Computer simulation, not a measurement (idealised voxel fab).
The following process module bears the name voxel capacitor over wiring.
The cross-section shown here is cut; it is 220 nm wide and divided into square cells measuring 5 nm on a side.
A cross-section is written here as square cells arranged in a grid, and it is given in bands from the top down, each band taking up one or more rows of cells.
Band: top height; bottom height; in nm. Then, left to right: material with width in nm, for each material. "full width": a single material spanning edge to edge. "air": empty space.
It should be noted that heights are counted from 0, beneath which the wafer as supplied is of one material throughout, and that the lowest band possesses no lower boundary but continues downward, as written in "0 down".
A width given as "30..40" starts at the first number in the band's top row and ends at the second number in its bottom row, shifting by an equal amount at every step from row to row.
Key: "no alterations made" - step with no changed cell in the cross-section.
"Encapsulated voids" - sealed voids, min. 8 cells, no opening to top; format: width x height at distance (distance from left edge; nm throughout).
Anything after a step's settings on that line? It's the simulator's own note about the step.
A step's line can hold "overlay nm"; with a mask on that step, the setting says how far right of the planned place the mask lay, while a negative setting says it lay to the left.
### The planned process steps are enumerated hereunder
1. RECEIVE, material Si
2. CONFORMAL_DEP, material SiO2, thk nm 10
3. DIRECTIONAL_DEP, material TiN, thk nm 5
4. DIRECTIONAL_DEP, material W, thk nm 20
5. DIRECTIONAL_DEP, material aC, thk nm 10
6. PATTERN, tone cover, mask id METAL_1, material resist, width nm 20, pitch nm 70, thk nm 30, overlay nm 0
7. DIRECTIONAL_ETCH, etch materials aC, depth nm 10
8. STRIP, etch materials resist
9. DIRECTIONAL_ETCH, etch materials W, depth nm 20
10. DIRECTIONAL_ETCH, etch materials TiN, depth nm 5
11. STRIP, etch materials aC
12. FILL_DEP, material SiO2, thk nm 10
13. CMP, height nm 35
14. CONFORMAL_DEP, material SiCN, thk nm 5
15. DIRECTIONAL_DEP, material SiO2, thk nm 20
16. PATTERN, tone open, mask id PLUG_1, material resist, width nm 15, thk nm 20, overlay nm 0
17. DIRECTIONAL_ETCH, etch materials SiO2, depth nm 20
18. DIRECTIONAL_ETCH, etch materials SiCN, depth nm 5
19. STRIP, etch materials resist
20. CONFORMAL_DEP, material TiN, thk nm 5
21. FILL_DEP, material Cu, thk nm 5
22. CMP, height nm 60
23. DIRECTIONAL_DEP, material TiN, thk nm 10
24. DIRECTIONAL_DEP, material HfO2, thk nm 5
25. DIRECTIONAL_DEP, material TiN, thk nm 5
26. MASKED_ETCH, tone cover, mask id UPPER_PLATE, width nm 55, etch materials TiN, depth nm 5, overlay nm 0
27. MASKED_ETCH, tone cover, mask id UPPER_PLATE, width nm 55, etch materials HfO2, depth nm 5, overlay nm 0
28. MASKED_ETCH, tone cover, mask id LOWER_PLATE, width nm 65, etch materials TiN, depth nm 10, overlay nm 0
29. FILL_DEP, material SiO2, thk nm 20
30. CMP, height nm 95
31. PATTERN, tone open, mask id PLUG_2, material resist, width nm 15, thk nm 15, overlay nm 0
32. DIRECTIONAL_ETCH, etch materials SiO2, depth nm 15
33. STRIP, etch materials resist
34. CONFORMAL_DEP, material TiN, thk nm 5
35. FILL_DEP, material Cu, thk nm 10
36. CMP, height nm 95
37. CONFORMAL_DEP, material SiN, thk nm 5
### So this is the incoming wafer in cross-section - it's already been through step 1
> 0 down = Si full width
> Encapsulated voids: none
### Cross-sectional result after module completion. Note: starting condition and plan are unchanged from above; one processing mistake was made
> 100 to 95 = SiN full width
> 95 to 85 = SiO2=70  TiN=5  Cu=5  TiN=5  SiO2=135
> 85 to 75 = SiO2=70  TiN=15..55  SiO2=135..95
> 75 to 70 = SiO2=70  HfO2=55  SiO2=95
> 70 to 60 = SiO2=65  TiN=65  SiO2=90
> 60 to 40 = SiO2=70  TiN=5  Cu=5  TiN=5  SiO2=135
> 40 to 35 = SiCN=70  TiN=15  SiCN=135
> 35 to 15 = SiO2=65  W=20  SiO2=50  W=20  SiO2=65
> 15 to 10 = SiO2=65  TiN=20  SiO2=50  TiN=20  SiO2=65
> 10 to 0 = SiO2 full width
> 0 down = Si full width
> Encapsulated voids: none
What was done differently from what was planned? step 31 off recipe, ran as PATTERN, tone open, mask id PLUG_2, material resist, width nm 15, thk nm 15, overlay nm -10
